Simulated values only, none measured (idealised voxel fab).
process module | voxel tone inversion
cross-section cut | 190 nm wide | cells 5 nm
A cross-section is a grid of square cells, given in bands from the top down. A band is one or more rows of cells.
Each band's line starts with the height of the band's top and of its bottom, in nm. Then come its materials from left to right, each with its width in nm. One material with "throughout" fills the band from edge to edge. "air" is empty space.
Height 0 is the level under which the wafer as received is all one material. The lowest band goes on downwards, as in "0 down".
A width such as "30 to 40" changes by the same amount from each row of cells to the next, from the band's top row to its bottom row.
"no change" after a step means that no cell of the cross-section changed.
closed voids: empty space of 8 cells or more with no open way to the top, each as width x height at its distance from the left edge, in nm
after a step's settings: what the simulator itself notes on the step
overlay nm, on a step with a mask: how far to the right of its planned place the mask lay; to the left if negative
plan
1 op RECEIVE | material Si
2 op CONFORMAL_DEP | material SiN | thk nm 10
3 op DIRECTIONAL_DEP | material polySi | thk nm 15
4 op PATTERN | tone cover | mask id POSTS | material resist | width nm 15 | pitch nm 45 | thk nm 25 | overlay nm 0
5 op DIRECTIONAL_ETCH | etch materials polySi | depth nm 15
6 op STRIP | etch materials resist
7 op FILL_DEP | material SiO2 | thk nm 5
8 op CMP | height nm 25
9 op STRIP | etch materials polySi
varied across the wafers: width nm of step 4. The plan shows the first wafer's value. All wafers start alike
first wafer as received, after step 1
  0 down: Si throughout
  closed voids: none
first wafer at the end, after step 9
  25 to 10: SiO2 20 | air 15 | SiO2 30 | air 15 | SiO2 30 | air 15 | SiO2 30 | air 15 | SiO2 20
  10 to 0: SiN throughout
  0 down: Si throughout
  closed voids: none
last wafer at the end
  25 to 10: SiO2 15 | air 25 | SiO2 20 | air 25 | SiO2 20 | air 25 | SiO2 20 | air 25 | SiO2 15
  10 to 0: SiN throughout
  0 down: Si throughout
  closed voids: none
each wafer at the end: cells of each material gained (+) or lost (-) since it was received, then its closed voids
width nm 15 | +76 SiN | +78 SiO2 | closed voids: none
width nm 20 | +76 SiN | +66 SiO2 | closed voids: none
width nm 25 | +76 SiN | +54 SiO2 | closed voids: none
